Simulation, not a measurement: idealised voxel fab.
process module | voxel wiring stack
Section cut is 260 nm wide and gridded with 5 nm square cells.
This document writes a cross-section as a grid whose cells are square, and gives it as bands, listed from the top down; one or more rows of cells form a band.
Heads up on the band format: heights come first, top then bottom, in nm. After that it's the materials left to right, each with its width in nm. A single material flagged "everywhere" fills the whole band edge to edge, and "air" means there's empty space there.
Where do heights start? At 0: under that level the wafer as delivered is made of one material only. And the lowest band has no floor; it just carries on downward, as in "0..down".
A width given as "30 to 40" starts at the first number in the band's top row and ends at the second number in its bottom row, shifting by an equal amount at every step from row to row.
Basically "identical to before" means that step didn't change any cell in the cross-section.
"Enclosed void inventory": empty spaces of 8 cells or more with no open way to the top, each given as width x height at distance, distance from the left edge, all in nm.
Read whatever lies past the settings on a step's line as the simulator's own remark about the step.
The "overlay nm" setting may appear on a step's line; for a step that uses a mask, it gives how far to the right of its planned position the mask lay, and a negative value indicates the left.
Each pair of cross-sections that follows straddles one process step: the one shows the state before the step, the other the state after it, down to the lowest band that changed and no further. The step in question, and its settings, are given under the pair. Note that a pair is not necessarily a continuation of the pair above it, since pairs can come from different runs of this module on the same starting wafer; it is a continuation only where its entry headed "Geometry before processing" says so.

GEOMETRY BEFORE PROCESSING
	140..130: Cu everywhere
	130..125: TiN (80) | Cu (15) | TiN (25) | Cu (15) | TiN (25) | Cu (15) | TiN (85)
	125..110: lowk (75) | TiN (5) | Cu (15) | TiN (5) | lowk (15) | TiN (5) | Cu (15) | TiN (5) | lowk (15) | TiN (5) | Cu (15) | TiN (5) | lowk (80)
	110..105: lowk (75) | TiN (5) | Cu (5) | TiN (15) | lowk (15) | TiN (25) | lowk (15) | TiN (5) | Cu (5) | TiN (15) | lowk (80)
	105..90: lowk (75) | TiN (5) | Cu (5) | TiN (5) | lowk (65) | TiN (5) | Cu (5) | TiN (5) | lowk (90)
	90..85: SiCN (75) | TiN (15) | SiCN (65) | TiN (15) | SiCN (90)
	85..70: lowk (75) | TiN (5) | Ru (15) | TiN (5) | lowk (15) | TiN (5) | Ru (15) | TiN (5) | lowk (15) | TiN (5) | Ru (15) | TiN (5) | lowk (80)
	70..65: lowk (75) | TiN (5) | Ru (5) | TiN (15) | lowk (15) | TiN (5) | Ru (5) | TiN (15) | lowk (15) | TiN (5) | Ru (5) | TiN (15) | lowk (80)
	65..50: lowk (75) | TiN (5) | Ru (5) | TiN (5) | lowk (25) | TiN (5) | Ru (5) | TiN (5) | lowk (25) | TiN (5) | Ru (5) | TiN (5) | lowk (90)
	50..45: SiCN (75) | TiN (15) | SiCN (25) | TiN (15) | SiCN (25) | TiN (15) | SiCN (90)
	45..20: lowk (80) | Cu (15) | lowk (25) | Cu (15) | lowk (25) | Cu (15) | lowk (85)
	20..15: SiCN (75) | lowk (25) | SiCN (15) | lowk (25) | SiCN (15) | lowk (25) | SiCN (80)
	15..0: SiO2 everywhere
	0..down: Si everywhere
	Enclosed void inventory: none

SECTIONAL VIEW, POST-PROCESS
	125..110: lowk (75) | TiN (5) | Cu (15) | TiN (5) | lowk (15) | TiN (5) | Cu (15) | TiN (5) | lowk (15) | TiN (5) | Cu (15) | TiN (5) | lowk (80)
	Under 110: no change, same as before.
	Enclosed void inventory: none
Step sandwiched between the two cross-sections above: CMP [height nm 125]

Geometry before processing: check the pair just above; its after cross-section is our before state.

SECTIONAL VIEW, POST-PROCESS
	130..125: SiCN everywhere
	Under 125: no change, same as before.
	Enclosed void inventory: none
Step sandwiched between the two cross-sections above: CONFORMAL_DEP [material SiCN] [thk nm 5]

Geometry before processing: check the pair just above; its after cross-section is our before state.

SECTIONAL VIEW, POST-PROCESS
	165..130: lowk everywhere
	Under 130: no change, same as before.
	Enclosed void inventory: none
Step sandwiched between the two cross-sections above: DIRECTIONAL_DEP [material lowk] [thk nm 35]

Geometry before processing: check the pair just above; its after cross-section is our before state.

SECTIONAL VIEW, POST-PROCESS
	185..165: resist (75) | air (15) | resist (25) | air (15) | resist (25) | air (15) | resist (90)
	Under 165: no change, same as before.
	Enclosed void inventory: none
Step sandwiched between the two cross-sections above: PATTERN [tone open] [mask id METAL_4_HOLES] [material resist] [width nm 15] [pitch nm 40] [thk nm 20] [overlay nm 0]

Geometry before processing: check the pair just above; its after cross-section is our before state.

SECTIONAL VIEW, POST-PROCESS
	185..165: resist (75) | air (15) | resist (25) | air (15) | resist (25) | air (15) | resist (90)
	165..130: lowk (75) | air (15) | lowk (25) | air (15) | lowk (25) | air (15) | lowk (90)
	Under 130: no change, same as before.
	Enclosed void inventory: none
Step sandwiched between the two cross-sections above: DIRECTIONAL_ETCH [etch materials lowk] [depth nm 35]

Geometry before processing: check the pair just above; its after cross-section is our before state.

SECTIONAL VIEW, POST-PROCESS
	165..130: lowk (75) | air (15) | lowk (25) | air (15) | lowk (25) | air (15) | lowk (90)
	Under 130: no change, same as before.
	Enclosed void inventory: none
Step sandwiched between the two cross-sections above: STRIP [etch materials resist]

Geometry before processing: check the pair just above; its after cross-section is our before state.

SECTIONAL VIEW, POST-PROCESS
	175..165: aC (75) | air (15) | aC (25) | air (15) | aC (25) | air (15) | aC (90)
	165..140: lowk (75) | air (15) | lowk (25) | air (15) | lowk (25) | air (15) | lowk (90)
	140..130: lowk (75) | aC (15) | lowk (25) | aC (15) | lowk (25) | aC (15) | lowk (90)
	Under 130: no change, same as before.
	Enclosed void inventory: none
Step sandwiched between the two cross-sections above: DIRECTIONAL_DEP [material aC] [thk nm 10]

Geometry before processing: check the pair just above; its after cross-section is our before state.

SECTIONAL VIEW, POST-PROCESS
	205..175: resist (75) | air (25) | resist (15) | air (25) | resist (15) | air (25) | resist (80)
	Under 175: no change, same as before.
	Enclosed void inventory: none
Step sandwiched between the two cross-sections above: PATTERN [tone open] [mask id METAL_4] [material resist] [width nm 25] [pitch nm 40] [thk nm 30] [overlay nm 0]

Geometry before processing: check the pair just above; its after cross-section is our before state.

SECTIONAL VIEW, POST-PROCESS
	195..175: resist (75) | air (25) | resist (15) | air (25) | resist (15) | air (25) | resist (80)
	175..165: aC (75) | air (25) | aC (15) | air (25) | aC (15) | air (25) | aC (80)
	165..130: lowk (75) | air (15) | lowk (25) | air (15) | lowk (25) | air (15) | lowk (90)
	Under 130: no change, same as before.
	Enclosed void inventory: none
Step sandwiched between the two cross-sections above: DIRECTIONAL_ETCH [etch materials aC] [depth nm 10]

Geometry before processing: check the pair just above; its after cross-section is our before state.

SECTIONAL VIEW, POST-PROCESS
	175..165: aC (75) | air (25) | aC (15) | air (25) | aC (15) | air (25) | aC (80)
	Under 165: no change, same as before.
	Enclosed void inventory: none
Step sandwiched between the two cross-sections above: STRIP [etch materials resist]

Geometry before processing: check the pair just above; its after cross-section is our before state.

SECTIONAL VIEW, POST-PROCESS
	175..165: aC (75) | air (25) | aC (15) | air (25) | aC (15) | air (25) | aC (80)
	165..145: lowk (75) | air (25) | lowk (15) | air (25) | lowk (15) | air (25) | lowk (80)
	Under 145: no change, same as before.
	Enclosed void inventory: none
Step sandwiched between the two cross-sections above: DIRECTIONAL_ETCH [etch materials lowk] [depth nm 20]

Geometry before processing: check the pair just above; its after cross-section is our before state.

SECTIONAL VIEW, POST-PROCESS
	175..165: aC (75) | air (25) | aC (15) | air (25) | aC (15) | air (25) | aC (80)
	165..145: lowk (75) | air (25) | lowk (15) | air (25) | lowk (15) | air (25) | lowk (80)
	145..130: lowk (75) | air (15) | lowk (25) | air (15) | lowk (25) | air (15) | lowk (90)
	130..125: SiCN (75) | air (15) | SiCN (25) | air (15) | SiCN (25) | air (15) | SiCN (90)
	Under 125: no change, same as before.
	Enclosed void inventory: none
Step sandwiched between the two cross-sections above: DIRECTIONAL_ETCH [etch materials SiCN] [depth nm 5]

Geometry before processing: check the pair just above; its after cross-section is our before state.

SECTIONAL VIEW, POST-PROCESS
	165..145: lowk (75) | air (25) | lowk (15) | air (25) | lowk (15) | air (25) | lowk (80)
	Under 145: no change, same as before.
	Enclosed void inventory: none
Step sandwiched between the two cross-sections above: STRIP [etch materials aC]

Geometry before processing: check the pair just above; its after cross-section is our before state.

SECTIONAL VIEW, POST-PROCESS
	170..165: TiN (80) | air (15) | TiN (25) | air (15) | TiN (25) | air (15) | TiN (85)
	165..150: lowk (75) | TiN (5) | air (15) | TiN (5) | lowk (15) | TiN (5) | air (15) | TiN (5) | lowk (15) | TiN (5) | air (15) | TiN (5) | lowk (80)
	150..145: lowk (75) | TiN (5) | air (5) | TiN (15) | lowk (15) | TiN (5) | air (5) | TiN (15) | lowk (15) | TiN (5) | air (5) | TiN (15) | lowk (80)
	145..130: lowk (75) | TiN (5) | air (5) | TiN (5) | lowk (25) | TiN (5) | air (5) | TiN (5) | lowk (25) | TiN (5) | air (5) | TiN (5) | lowk (90)
	130..125: SiCN (75) | TiN (15) | SiCN (25) | TiN (15) | SiCN (25) | TiN (15) | SiCN (90)
	Under 125: no change, same as before.
	Enclosed void inventory: none
Step sandwiched between the two cross-sections above: CONFORMAL_DEP [material TiN] [thk nm 5]

Geometry before processing: check the pair just above; its after cross-section is our before state.

SECTIONAL VIEW, POST-PROCESS
	180..170: Cu everywhere
	170..165: TiN (80) | Cu (15) | TiN (25) | Cu (15) | TiN (25) | Cu (15) | TiN (85)
	165..150: lowk (75) | TiN (5) | Cu (15) | TiN (5) | lowk (15) | TiN (5) | Cu (15) | TiN (5) | lowk (15) | TiN (5) | Cu (15) | TiN (5) | lowk (80)
	150..145: lowk (75) | TiN (5) | Cu (5) | TiN (15) | lowk (15) | TiN (5) | Cu (5) | TiN (15) | lowk (15) | TiN (5) | Cu (5) | TiN (15) | lowk (80)
	145..130: lowk (75) | TiN (5) | Cu (5) | TiN (5) | lowk (25) | TiN (5) | Cu (5) | TiN (5) | lowk (25) | TiN (5) | Cu (5) | TiN (5) | lowk (90)
	Under 130: no change, same as before.
	Enclosed void inventory: none
Step sandwiched between the two cross-sections above: FILL_DEP [material Cu] [thk nm 10]

Geometry before processing: check the pair just above; its after cross-section is our before state.

SECTIONAL VIEW, POST-PROCESS
	165..150: lowk (75) | TiN (5) | Cu (15) | TiN (5) | lowk (15) | TiN (5) | Cu (15) | TiN (5) | lowk (15) | TiN (5) | Cu (15) | TiN (5) | lowk (80)
	Under 150: no change, same as before.
	Enclosed void inventory: none
Step sandwiched between the two cross-sections above: CMP [height nm 165]

Geometry before processing: check the pair just above; its after cross-section is our before state.

SECTIONAL VIEW, POST-PROCESS
	170..165: SiCN everywhere
	Under 165: no change, same as before.
	Enclosed void inventory: none
Step sandwiched between the two cross-sections above: CONFORMAL_DEP [material SiCN] [thk nm 5]

GEOMETRY BEFORE PROCESSING
	85..50: lowk (75) | air (15) | lowk (25) | air (15) | lowk (25) | air (15) | lowk (90)
	50..45: SiCN everywhere
	45..20: lowk (75) | TiN (5) | Cu (15) | TiN (5) | lowk (15) | TiN (5) | Cu (15) | TiN (5) | lowk (15) | TiN (5) | Cu (15) | TiN (5) | lowk (80)
	20..15: SiCN (75) | TiN (25) | SiCN (15) | TiN (25) | SiCN (15) | TiN (25) | SiCN (80)
	15..0: SiO2 everywhere
	0..down: Si everywhere
	Enclosed void inventory: none

SECTIONAL VIEW, POST-PROCESS
	85..65: air (90) | lowk (10) | air (30) | lowk (10) | air (30) | lowk (10) | air (80)
	Under 65: no change, same as before.
	Enclosed void inventory: none
Step sandwiched between the two cross-sections above: MASKED_ETCH [tone cover] [mask id METAL_2] [width nm 25] [pitch nm 40] [etch materials lowk] [depth nm 20] [overlay nm 0]

Geometry before processing: check the pair just above; its after cross-section is our before state.

SECTIONAL VIEW, POST-PROCESS
	85..65: air (90) | lowk (10) | air (30) | lowk (10) | air (30) | lowk (10) | air (80)
	65..50: lowk (75) | air (15) | lowk (25) | air (15) | lowk (25) | air (15) | lowk (90)
	50..45: SiCN (75) | air (15) | SiCN (25) | air (15) | SiCN (25) | air (15) | SiCN (90)
	Under 45: no change, same as before.
	Enclosed void inventory: none
Step sandwiched between the two cross-sections above: MASKED_ETCH [tone open] [mask id METAL_2] [width nm 25] [pitch nm 40] [etch materials SiCN] [depth nm 5] [overlay nm 0]

Geometry before processing: check the pair just above; its after cross-section is our before state.

SECTIONAL VIEW, POST-PROCESS
	90..85: air (85) | TiN (20) | air (20) | TiN (20) | air (20) | TiN (20) | air (75)
	85..70: air (85) | TiN (5) | lowk (10) | TiN (5) | air (20) | TiN (5) | lowk (10) | TiN (5) | air (20) | TiN (5) | lowk (10) | TiN (5) | air (75)
	70..65: TiN (80) | air (5) | TiN (5) | lowk (10) | TiN (20) | air (5) | TiN (5) | lowk (10) | TiN (20) | air (5) | TiN (5) | lowk (10) | TiN (80)
	65..50: lowk (75) | TiN (5) | air (5) | TiN (5) | lowk (25) | TiN (5) | air (5) | TiN (5) | lowk (25) | TiN (5) | air (5) | TiN (5) | lowk (90)
	50..45: SiCN (75) | TiN (15) | SiCN (25) | TiN (15) | SiCN (25) | TiN (15) | SiCN (90)
	Under 45: no change, same as before.
	Enclosed void inventory: none
Step sandwiched between the two cross-sections above: CONFORMAL_DEP [material TiN] [thk nm 5]

Geometry before processing: check the pair just above; its after cross-section is our before state.

SECTIONAL VIEW, POST-PROCESS
	95..90: Ru everywhere
	90..85: Ru (85) | TiN (20) | Ru (20) | TiN (20) | Ru (20) | TiN (20) | Ru (75)
	85..70: Ru (85) | TiN (5) | lowk (10) | TiN (5) | Ru (20) | TiN (5) | lowk (10) | TiN (5) | Ru (20) | TiN (5) | lowk (10) | TiN (5) | Ru (75)
	70..65: TiN (80) | Ru (5) | TiN (5) | lowk (10) | TiN (20) | Ru (5) | TiN (5) | lowk (10) | TiN (20) | Ru (5) | TiN (5) | lowk (10) | TiN (80)
	65..50: lowk (75) | TiN (5) | Ru (5) | TiN (5) | lowk (25) | TiN (5) | Ru (5) | TiN (5) | lowk (25) | TiN (5) | Ru (5) | TiN (5) | lowk (90)
	Under 50: no change, same as before.
	Enclosed void inventory: none
Step sandwiched between the two cross-sections above: FILL_DEP [material Ru] [thk nm 5]

Geometry before processing: check the pair just above; its after cross-section is our before state.

SECTIONAL VIEW, POST-PROCESS
	85..70: Ru (85) | TiN (5) | lowk (10) | TiN (5) | Ru (20) | TiN (5) | lowk (10) | TiN (5) | Ru (20) | TiN (5) | lowk (10) | TiN (5) | Ru (75)
	Under 70: no change, same as before.
	Enclosed void inventory: none
Step sandwiched between the two cross-sections above: CMP [height nm 85]

Geometry before processing: check the pair just above; its after cross-section is our before state.

SECTIONAL VIEW, POST-PROCESS
	90..85: SiCN everywhere
	Under 85: no change, same as before.
	Enclosed void inventory: none
Step sandwiched between the two cross-sections above: CONFORMAL_DEP [material SiCN] [thk nm 5]

Geometry before processing: check the pair just above; its after cross-section is our before state.

SECTIONAL VIEW, POST-PROCESS
	125..90: lowk everywhere
	Under 90: no change, same as before.
	Enclosed void inventory: none
Step sandwiched between the two cross-sections above: DIRECTIONAL_DEP [material lowk] [thk nm 35]

Geometry before processing: check the pair just above; its after cross-section is our before state.

SECTIONAL VIEW, POST-PROCESS
	135..125: aC everywhere
	Under 125: no change, same as before.
	Enclosed void inventory: none
Step sandwiched between the two cross-sections above: DIRECTIONAL_DEP [material aC] [thk nm 10]

Geometry before processing: check the pair just above; its after cross-section is our before state.

SECTIONAL VIEW, POST-PROCESS
	165..135: resist (75) | air (25) | resist (15) | air (25) | resist (15) | air (25) | resist (80)
	Under 135: no change, same as before.
	Enclosed void inventory: none
Step sandwiched between the two cross-sections above: PATTERN [tone open] [mask id METAL_3] [material resist] [width nm 25] [pitch nm 40] [thk nm 30] [overlay nm 0]

Geometry before processing: check the pair just above; its after cross-section is our before state.

SECTIONAL VIEW, POST-PROCESS
	155..135: resist (75) | air (25) | resist (15) | air (25) | resist (15) | air (25) | resist (80)
	135..125: aC (75) | air (25) | aC (15) | air (25) | aC (15) | air (25) | aC (80)
	Under 125: no change, same as before.
	Enclosed void inventory: none
Step sandwiched between the two cross-sections above: DIRECTIONAL_ETCH [etch materials aC] [depth nm 10]

Geometry before processing: check the pair just above; its after cross-section is our before state.

SECTIONAL VIEW, POST-PROCESS
	135..125: aC (75) | air (25) | aC (15) | air (25) | aC (15) | air (25) | aC (80)
	Under 125: no change, same as before.
	Enclosed void inventory: none
Step sandwiched between the two cross-sections above: STRIP [etch materials resist]

Geometry before processing: check the pair just above; its after cross-section is our before state.

SECTIONAL VIEW, POST-PROCESS
	135..125: aC (75) | air (25) | aC (15) | air (25) | aC (15) | air (25) | aC (80)
	125..105: lowk (75) | air (25) | lowk (15) | air (25) | lowk (15) | air (25) | lowk (80)
	Under 105: no change, same as before.
	Enclosed void inventory: none
Step sandwiched between the two cross-sections above: DIRECTIONAL_ETCH [etch materials lowk] [depth nm 20]

Geometry before processing: check the pair just above; its after cross-section is our before state.

SECTIONAL VIEW, POST-PROCESS
	125..105: lowk (75) | air (25) | lowk (15) | air (25) | lowk (15) | air (25) | lowk (80)
	Under 105: no change, same as before.
	Enclosed void inventory: none
Step sandwiched between the two cross-sections above: STRIP [etch materials aC]

Geometry before processing: check the pair just above; its after cross-section is our before state.

SECTIONAL VIEW, POST-PROCESS
	135..125: aC (75) | air (25) | aC (15) | air (25) | aC (15) | air (25) | aC (80)
	125..115: lowk (75) | air (25) | lowk (15) | air (25) | lowk (15) | air (25) | lowk (80)
	115..105: lowk (75) | aC (25) | lowk (15) | aC (25) | lowk (15) | aC (25) | lowk (80)
	Under 105: no change, same as before.
	Enclosed void inventory: none
Step sandwiched between the two cross-sections above: DIRECTIONAL_DEP [material aC] [thk nm 10]

Geometry before processing: check the pair just above; its after cross-section is our before state.

SECTIONAL VIEW, POST-PROCESS
	165..135: resist (75) | air (15) | resist (65) | air (15) | resist (90)
	135..125: aC (75) | air (15) | resist (10) | aC (15) | resist (25) | aC (15) | air (15) | resist (10) | aC (80)
	125..115: lowk (75) | air (15) | resist (10) | lowk (15) | resist (25) | lowk (15) | air (15) | resist (10) | lowk (80)
	Under 115: no change, same as before.
	Enclosed void inventory: none
Step sandwiched between the two cross-sections above: PATTERN [tone open] [mask id METAL_3_HOLES] [material resist] [width nm 15] [pitch nm 80] [thk nm 30] [overlay nm 0]

Geometry before processing: check the pair just above; its after cross-section is our before state.

SECTIONAL VIEW, POST-PROCESS
	155..135: resist (75) | air (15) | resist (65) | air (15) | resist (90)
	135..125: aC (75) | air (15) | resist (10) | aC (15) | resist (25) | aC (15) | air (15) | resist (10) | aC (80)
	125..115: lowk (75) | air (15) | resist (10) | lowk (15) | resist (25) | lowk (15) | air (15) | resist (10) | lowk (80)
	115..105: lowk (75) | air (15) | aC (10) | lowk (15) | aC (25) | lowk (15) | air (15) | aC (10) | lowk (80)
	Under 105: no change, same as before.
	Enclosed void inventory: none
Step sandwiched between the two cross-sections above: DIRECTIONAL_ETCH [etch materials aC] [depth nm 10]

Geometry before processing: check the pair just above; its after cross-section is our before state.

SECTIONAL VIEW, POST-PROCESS
	135..125: aC (75) | air (25) | aC (15) | air (25) | aC (15) | air (25) | aC (80)
	125..115: lowk (75) | air (25) | lowk (15) | air (25) | lowk (15) | air (25) | lowk (80)
	Under 115: no change, same as before.
	Enclosed void inventory: none
Step sandwiched between the two cross-sections above: STRIP [etch materials resist]

Geometry before processing: check the pair just above; its after cross-section is our before state.

SECTIONAL VIEW, POST-PROCESS
	135..125: aC (75) | air (25) | aC (15) | air (25) | aC (15) | air (25) | aC (80)
	125..115: lowk (75) | air (25) | lowk (15) | air (25) | lowk (15) | air (25) | lowk (80)
	115..105: lowk (75) | air (15) | aC (10) | lowk (15) | aC (25) | lowk (15) | air (15) | aC (10) | lowk (80)
	105..90: lowk (75) | air (15) | lowk (65) | air (15) | lowk (90)
	Under 90: no change, same as before.
	Enclosed void inventory: none
Step sandwiched between the two cross-sections above: DIRECTIONAL_ETCH [etch materials lowk] [depth nm 15]

Geometry before processing: check the pair just above; its after cross-section is our before state.

SECTIONAL VIEW, POST-PROCESS
	135..125: aC (75) | air (25) | aC (15) | air (25) | aC (15) | air (25) | aC (80)
	125..115: lowk (75) | air (25) | lowk (15) | air (25) | lowk (15) | air (25) | lowk (80)
	115..105: lowk (75) | air (15) | aC (10) | lowk (15) | aC (25) | lowk (15) | air (15) | aC (10) | lowk (80)
	105..90: lowk (75) | air (15) | lowk (65) | air (15) | lowk (90)
	90..85: SiCN (75) | air (15) | SiCN (65) | air (15) | SiCN (90)
	Under 85: no change, same as before.
	Enclosed void inventory: none
Step sandwiched between the two cross-sections above: DIRECTIONAL_ETCH [etch materials SiCN] [depth nm 5]

Geometry before processing: check the pair just above; its after cross-section is our before state.

SECTIONAL VIEW, POST-PROCESS
	125..105: lowk (75) | air (25) | lowk (15) | air (25) | lowk (15) | air (25) | lowk (80)
	Under 105: no change, same as before.
	Enclosed void inventory: none
Step sandwiched between the two cross-sections above: STRIP [etch materials aC]

Geometry before processing: check the pair just above; its after cross-section is our before state.

SECTIONAL VIEW, POST-PROCESS
	130..125: TiN (80) | air (15) | TiN (25) | air (15) | TiN (25) | air (15) | TiN (85)
	125..110: lowk (75) | TiN (5) | air (15) | TiN (5) | lowk (15) | TiN (5) | air (15) | TiN (5) | lowk (15) | TiN (5) | air (15) | TiN (5) | lowk (80)
	110..105: lowk (75) | TiN (5) | air (5) | TiN (15) | lowk (15) | TiN (25) | lowk (15) | TiN (5) | air (5) | TiN (15) | lowk (80)
	105..90: lowk (75) | TiN (5) | air (5) | TiN (5) | lowk (65) | TiN (5) | air (5) | TiN (5) | lowk (90)
	90..85: SiCN (75) | TiN (15) | SiCN (65) | TiN (15) | SiCN (90)
	Under 85: no change, same as before.
	Enclosed void inventory: none
Step sandwiched between the two cross-sections above: CONFORMAL_DEP [material TiN] [thk nm 5]

Geometry before processing: check the pair just above; its after cross-section is our before state.

SECTIONAL VIEW, POST-PROCESS
	140..130: Cu everywhere
	130..125: TiN (80) | Cu (15) | TiN (25) | Cu (15) | TiN (25) | Cu (15) | TiN (85)
	125..110: lowk (75) | TiN (5) | Cu (15) | TiN (5) | lowk (15) | TiN (5) | Cu (15) | TiN (5) | lowk (15) | TiN (5) | Cu (15) | TiN (5) | lowk (80)
	110..105: lowk (75) | TiN (5) | Cu (5) | TiN (15) | lowk (15) | TiN (25) | lowk (15) | TiN (5) | Cu (5) | TiN (15) | lowk (80)
	105..90: lowk (75) | TiN (5) | Cu (5) | TiN (5) | lowk (65) | TiN (5) | Cu (5) | TiN (5) | lowk (90)
	Under 90: no change, same as before.
	Enclosed void inventory: none
Step sandwiched between the two cross-sections above: FILL_DEP [material Cu] [thk nm 10]

Geometry before processing: check the pair just above; its after cross-section is our before state.

SECTIONAL VIEW, POST-PROCESS
	125..110: lowk (75) | TiN (5) | Cu (15) | TiN (5) | lowk (15) | TiN (5) | Cu (15) | TiN (5) | lowk (15) | TiN (5) | Cu (15) | TiN (5) | lowk (80)
	Under 110: no change, same as before.
	Enclosed void inventory: none
Step sandwiched between the two cross-sections above: CMP [height nm 125]

Geometry before processing: check the pair just above; its after cross-section is our before state.

SECTIONAL VIEW, POST-PROCESS
	130..125: SiCN everywhere
	Under 125: no change, same as before.
	Enclosed void inventory: none
Step sandwiched between the two cross-sections above: CONFORMAL_DEP [material SiCN] [thk nm 5]

Geometry before processing: check the pair just above; its after cross-section is our before state.

SECTIONAL VIEW, POST-PROCESS
	165..130: lowk everywhere
	Under 130: no change, same as before.
	Enclosed void inventory: none
Step sandwiched between the two cross-sections above: DIRECTIONAL_DEP [material lowk] [thk nm 35]

Geometry before processing: check the pair just above; its after cross-section is our before state.

SECTIONAL VIEW, POST-PROCESS
	185..165: resist (75) | air (15) | resist (25) | air (15) | resist (25) | air (15) | resist (90)
	Under 165: no change, same as before.
	Enclosed void inventory: none
Step sandwiched between the two cross-sections above: PATTERN [tone open] [mask id METAL_4_HOLES] [material resist] [width nm 15] [pitch nm 40] [thk nm 20] [overlay nm 0]

Geometry before processing: check the pair just above; its after cross-section is our before state.

SECTIONAL VIEW, POST-PROCESS
	185..165: resist (75) | air (15) | resist (25) | air (15) | resist (25) | air (15) | resist (90)
	165..130: lowk (75) | air (15) | lowk (25) | air (15) | lowk (25) | air (15) | lowk (90)
	Under 130: no change, same as before.
	Enclosed void inventory: none
Step sandwiched between the two cross-sections above: DIRECTIONAL_ETCH [etch materials lowk] [depth nm 35]

Geometry before processing: check the pair just above; its after cross-section is our before state.

SECTIONAL VIEW, POST-PROCESS
	165..130: lowk (75) | air (15) | lowk (25) | air (15) | lowk (25) | air (15) | lowk (90)
	Under 130: no change, same as before.
	Enclosed void inventory: none
Step sandwiched between the two cross-sections above: STRIP [etch materials resist]

Geometry before processing: check the pair just above; its after cross-section is our before state.

SECTIONAL VIEW, POST-PROCESS
	175..165: aC (75) | air (15) | aC (25) | air (15) | aC (25) | air (15) | aC (90)
	165..140: lowk (75) | air (15) | lowk (25) | air (15) | lowk (25) | air (15) | lowk (90)
	140..130: lowk (75) | aC (15) | lowk (25) | aC (15) | lowk (25) | aC (15) | lowk (90)
	Under 130: no change, same as before.
	Enclosed void inventory: none
Step sandwiched between the two cross-sections above: DIRECTIONAL_DEP [material aC] [thk nm 10]

Geometry before processing: check the pair just above; its after cross-section is our before state.

SECTIONAL VIEW, POST-PROCESS
	205..175: resist (75) | air (25) | resist (15) | air (25) | resist (15) | air (25) | resist (80)
	Under 175: no change, same as before.
	Enclosed void inventory: none
Step sandwiched between the two cross-sections above: PATTERN [tone open] [mask id METAL_4] [material resist] [width nm 25] [pitch nm 40] [thk nm 30] [overlay nm 0]

Geometry before processing: check the pair just above; its after cross-section is our before state.

SECTIONAL VIEW, POST-PROCESS
	195..175: resist (75) | air (25) | resist (15) | air (25) | resist (15) | air (25) | resist (80)
	175..165: aC (75) | air (25) | aC (15) | air (25) | aC (15) | air (25) | aC (80)
	165..130: lowk (75) | air (15) | lowk (25) | air (15) | lowk (25) | air (15) | lowk (90)
	Under 130: no change, same as before.
	Enclosed void inventory: none
Step sandwiched between the two cross-sections above: DIRECTIONAL_ETCH [etch materials aC] [depth nm 10]

Geometry before processing: check the pair just above; its after cross-section is our before state.

SECTIONAL VIEW, POST-PROCESS
	175..165: aC (75) | air (25) | aC (15) | air (25) | aC (15) | air (25) | aC (80)
	Under 165: no change, same as before.
	Enclosed void inventory: none
Step sandwiched between the two cross-sections above: STRIP [etch materials resist]

Geometry before processing: check the pair just above; its after cross-section is our before state.

SECTIONAL VIEW, POST-PROCESS
	175..165: aC (75) | air (25) | aC (15) | air (25) | aC (15) | air (25) | aC (80)
	165..145: lowk (75) | air (25) | lowk (15) | air (25) | lowk (15) | air (25) | lowk (80)
	Under 145: no change, same as before.
	Enclosed void inventory: none
Step sandwiched between the two cross-sections above: DIRECTIONAL_ETCH [etch materials lowk] [depth nm 20]

Geometry before processing: check the pair just above; its after cross-section is our before state.

SECTIONAL VIEW, POST-PROCESS
	175..165: aC (75) | air (25) | aC (15) | air (25) | aC (15) | air (25) | aC (80)
	165..145: lowk (75) | air (25) | lowk (15) | air (25) | lowk (15) | air (25) | lowk (80)
	145..130: lowk (75) | air (15) | lowk (25) | air (15) | lowk (25) | air (15) | lowk (90)
	130..125: SiCN (75) | air (15) | SiCN (25) | air (15) | SiCN (25) | air (15) | SiCN (90)
	Under 125: no change, same as before.
	Enclosed void inventory: none
Step sandwiched between the two cross-sections above: DIRECTIONAL_ETCH [etch materials SiCN] [depth nm 5]

Geometry before processing: check the pair just above; its after cross-section is our before state.

SECTIONAL VIEW, POST-PROCESS
	165..145: lowk (75) | air (25) | lowk (15) | air (25) | lowk (15) | air (25) | lowk (80)
	Under 145: no change, same as before.
	Enclosed void inventory: none
Step sandwiched between the two cross-sections above: STRIP [etch materials aC]

Geometry before processing: check the pair just above; its after cross-section is our before state.

SECTIONAL VIEW, POST-PROCESS
	170..165: TiN (80) | air (15) | TiN (25) | air (15) | TiN (25) | air (15) | TiN (85)
	165..150: lowk (75) | TiN (5) | air (15) | TiN (5) | lowk (15) | TiN (5) | air (15) | TiN (5) | lowk (15) | TiN (5) | air (15) | TiN (5) | lowk (80)
	150..145: lowk (75) | TiN (5) | air (5) | TiN (15) | lowk (15) | TiN (5) | air (5) | TiN (15) | lowk (15) | TiN (5) | air (5) | TiN (15) | lowk (80)
	145..130: lowk (75) | TiN (5) | air (5) | TiN (5) | lowk (25) | TiN (5) | air (5) | TiN (5) | lowk (25) | TiN (5) | air (5) | TiN (5) | lowk (90)
	130..125: SiCN (75) | TiN (15) | SiCN (25) | TiN (15) | SiCN (25) | TiN (15) | SiCN (90)
	Under 125: no change, same as before.
	Enclosed void inventory: none
Step sandwiched between the two cross-sections above: CONFORMAL_DEP [material TiN] [thk nm 5]

Geometry before processing: check the pair just above; its after cross-section is our before state.

SECTIONAL VIEW, POST-PROCESS
	180..170: Cu everywhere
	170..165: TiN (80) | Cu (15) | TiN (25) | Cu (15) | TiN (25) | Cu (15) | TiN (85)
	165..150: lowk (75) | TiN (5) | Cu (15) | TiN (5) | lowk (15) | TiN (5) | Cu (15) | TiN (5) | lowk (15) | TiN (5) | Cu (15) | TiN (5) | lowk (80)
	150..145: lowk (75) | TiN (5) | Cu (5) | TiN (15) | lowk (15) | TiN (5) | Cu (5) | TiN (15) | lowk (15) | TiN (5) | Cu (5) | TiN (15) | lowk (80)
	145..130: lowk (75) | TiN (5) | Cu (5) | TiN (5) | lowk (25) | TiN (5) | Cu (5) | TiN (5) | lowk (25) | TiN (5) | Cu (5) | TiN (5) | lowk (90)
	Under 130: no change, same as before.
	Enclosed void inventory: none
Step sandwiched between the two cross-sections above: FILL_DEP [material Cu] [thk nm 10]

Geometry before processing: check the pair just above; its after cross-section is our before state.

SECTIONAL VIEW, POST-PROCESS
	165..150: lowk (75) | TiN (5) | Cu (15) | TiN (5) | lowk (15) | TiN (5) | Cu (15) | TiN (5) | lowk (15) | TiN (5) | Cu (15) | TiN (5) | lowk (80)
	Under 150: no change, same as before.
	Enclosed void inventory: none
Step sandwiched between the two cross-sections above: CMP [height nm 165]

Geometry before processing: check the pair just above; its after cross-section is our before state.

SECTIONAL VIEW, POST-PROCESS
	170..165: SiCN everywhere
	Under 165: no change, same as before.
	Enclosed void inventory: none
Step sandwiched between the two cross-sections above: CONFORMAL_DEP [material SiCN] [thk nm 5]
